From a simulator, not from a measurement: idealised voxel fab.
This is a process module. Its name is voxel wiring stack.
The figure presents cross-section cut, which has a width of 240 nm and is divided into square cells with an edge length of 5 nm.
Square cells in a grid make up a cross-section in this document, and the grid is given as bands, listed from the top down, each one or more rows of cells.
The band entry comprises the height of the band's top followed by the height of its bottom, expressed in nm, and subsequently the band's materials from left to right, each stated together with its width in nm. Where a single material is marked with the word "all across", that material fills the band from edge to edge. The word "empty" represents empty space.
Note: height 0 marks the level under which the wafer is uniformly one material as received. Lowest band unbounded below, written "z 0 and below".
Note: "30->40" means the width goes from the first number (top row of the band) to the second number (bottom row) in equal steps per row of cells.
Any step labelled "nothing different" changed none of the cells in the cross-section.
Entry "Closed void roster" = empty spaces >= 8 cells with no open way to the top; each as width x height at distance, distance from left edge, all nm.
Step line, after settings: the simulator's comment on this step.
overlay nm: where the mask lay relative to plan, measured to the right, on steps with a mask; negatives go left.
THE STEPS PLANNED FOR THE PROCESS ARE AS FOLLOWS
1) RECEIVE with material Si
2) CONFORMAL_DEP with material SiO2, thk nm 10
3) DIRECTIONAL_DEP with material TiN, thk nm 5
4) DIRECTIONAL_DEP with material Ru, thk nm 15
5) PATTERN with tone cover, mask id METAL_1, material resist, width nm 20, pitch nm 45, thk nm 20, overlay nm 0
6) DIRECTIONAL_ETCH with etch materials Ru, depth nm 15
7) DIRECTIONAL_ETCH with etch materials TiN, depth nm 5
8) STRIP with etch materials resist
9) FILL_DEP with material SiO2, thk nm 10
10) CMP with height nm 30
11) CONFORMAL_DEP with material SiCN, thk nm 5
12) DIRECTIONAL_DEP with material SiO2, thk nm 25
13) PATTERN with tone open, mask id METAL_2_HOLES, material resist, width nm 15, pitch nm 45, thk nm 20, overlay nm 0
14) DIRECTIONAL_ETCH with etch materials SiO2, depth nm 25
15) STRIP with etch materials resist
16) DIRECTIONAL_DEP with material aC, thk nm 15
17) PATTERN with tone open, mask id METAL_2, material resist, width nm 20, pitch nm 45, thk nm 35, overlay nm 0
18) DIRECTIONAL_ETCH with etch materials aC, depth nm 15
19) STRIP with etch materials resist
20) DIRECTIONAL_ETCH with etch materials SiO2, depth nm 15
21) DIRECTIONAL_ETCH with etch materials SiCN, depth nm 5
22) STRIP with etch materials aC
23) CONFORMAL_DEP with material TiN, thk nm 5
24) FILL_DEP with material Cu, thk nm 10
25) CMP with height nm 60
26) CONFORMAL_DEP with material SiCN, thk nm 5
27) DIRECTIONAL_DEP with material SiO2, thk nm 15
28) DIRECTIONAL_DEP with material aC, thk nm 10
29) PATTERN with tone open, mask id PLUG_2, material resist, width nm 15, pitch nm 90, thk nm 25, overlay nm 0
30) DIRECTIONAL_ETCH with etch materials aC, depth nm 10
31) STRIP with etch materials resist
32) DIRECTIONAL_ETCH with etch materials SiO2, depth nm 15
33) DIRECTIONAL_ETCH with etch materials SiCN, depth nm 5
34) STRIP with etch materials aC
35) CONFORMAL_DEP with material TiN, thk nm 5
36) FILL_DEP with material Ru, thk nm 10
37) CMP with height nm 80
38) CONFORMAL_DEP with material SiN, thk nm 5
39) DIRECTIONAL_DEP with material SiO2, thk nm 15
40) PATTERN with tone open, mask id METAL_3, material resist, width nm 20, pitch nm 45, thk nm 20, overlay nm 0
41) DIRECTIONAL_ETCH with etch materials SiO2, depth nm 15
42) DIRECTIONAL_ETCH with etch materials SiN, depth nm 5
43) STRIP with etch materials resist
44) CONFORMAL_DEP with material TiN, thk nm 5
45) FILL_DEP with material Ru, thk nm 10
46) CMP with height nm 100
47) EPI with material Ru, thk nm 5
48) FILL_DEP with material SiCN, thk nm 5
WAFER CROSS-SECTION ON RECEIPT, I.E. AFTER STEP 1
* z 0 and below  Si all across
* Closed void roster: none
END STATE OF THE MODULE IN CROSS-SECTION, GIVEN THE ABOVE STARTING POINT AND PLAN AND ONE MISTAKE IN EXECUTION
* z 110 to 105  SiCN all across
* z 105 to 100  35 nm SiCN, 30 nm Ru, 15 nm SiCN, 30 nm Ru, 15 nm SiCN, 30 nm Ru, 15 nm SiCN, 30 nm Ru, 40 nm SiCN
* z 100 to 85  40 nm SiO2, 5 nm TiN, 10 nm Ru, 5 nm TiN, 25 nm SiO2, 5 nm TiN, 10 nm Ru, 5 nm TiN, 25 nm SiO2, 5 nm TiN, 10 nm Ru, 5 nm TiN, 25 nm SiO2, 5 nm TiN, 10 nm Ru, 5 nm TiN, 45 nm SiO2
* z 85 to 80  40 nm SiN, 20 nm TiN, 25 nm SiN, 20 nm TiN, 25 nm SiN, 20 nm TiN, 25 nm SiN, 20 nm TiN, 45 nm SiN
* z 80 to 65  TiN all across
* z 65 to 60  SiCN all across
* z 60 to 50  40 nm SiO2, 5 nm TiN, 10 nm Cu, 5 nm TiN, 25 nm SiO2, 5 nm TiN, 10 nm Cu, 5 nm TiN, 25 nm SiO2, 5 nm TiN, 10 nm Cu, 5 nm TiN, 25 nm SiO2, 5 nm TiN, 10 nm Cu, 5 nm TiN, 45 nm SiO2
* z 50 to 45  40 nm SiO2, 5 nm TiN, 5 nm Cu, 10 nm TiN, 25 nm SiO2, 5 nm TiN, 5 nm Cu, 10 nm TiN, 25 nm SiO2, 5 nm TiN, 5 nm Cu, 10 nm TiN, 25 nm SiO2, 5 nm TiN, 5 nm Cu, 10 nm TiN, 45 nm SiO2
* z 45 to 35  40 nm SiO2, 5 nm TiN, 5 nm Cu, 5 nm TiN, 30 nm SiO2, 5 nm TiN, 5 nm Cu, 5 nm TiN, 30 nm SiO2, 5 nm TiN, 5 nm Cu, 5 nm TiN, 30 nm SiO2, 5 nm TiN, 5 nm Cu, 5 nm TiN, 50 nm SiO2
* z 35 to 30  40 nm SiCN, 15 nm TiN, 30 nm SiCN, 15 nm TiN, 30 nm SiCN, 15 nm TiN, 30 nm SiCN, 15 nm TiN, 50 nm SiCN
* z 30 to 15  40 nm SiO2, 20 nm Ru, 25 nm SiO2, 20 nm Ru, 25 nm SiO2, 20 nm Ru, 25 nm SiO2, 20 nm Ru, 45 nm SiO2
* z 15 to 10  40 nm SiO2, 20 nm TiN, 25 nm SiO2, 20 nm TiN, 25 nm SiO2, 20 nm TiN, 25 nm SiO2, 20 nm TiN, 45 nm SiO2
* z 10 to 0  SiO2 all across
* z 0 and below  Si all across
* Closed void roster: none
Heads up, the wafer didn't run the way we planned it: off-plan run, step 27, actual operation and settings DIRECTIONAL_DEP with material TiN, thk nm 15
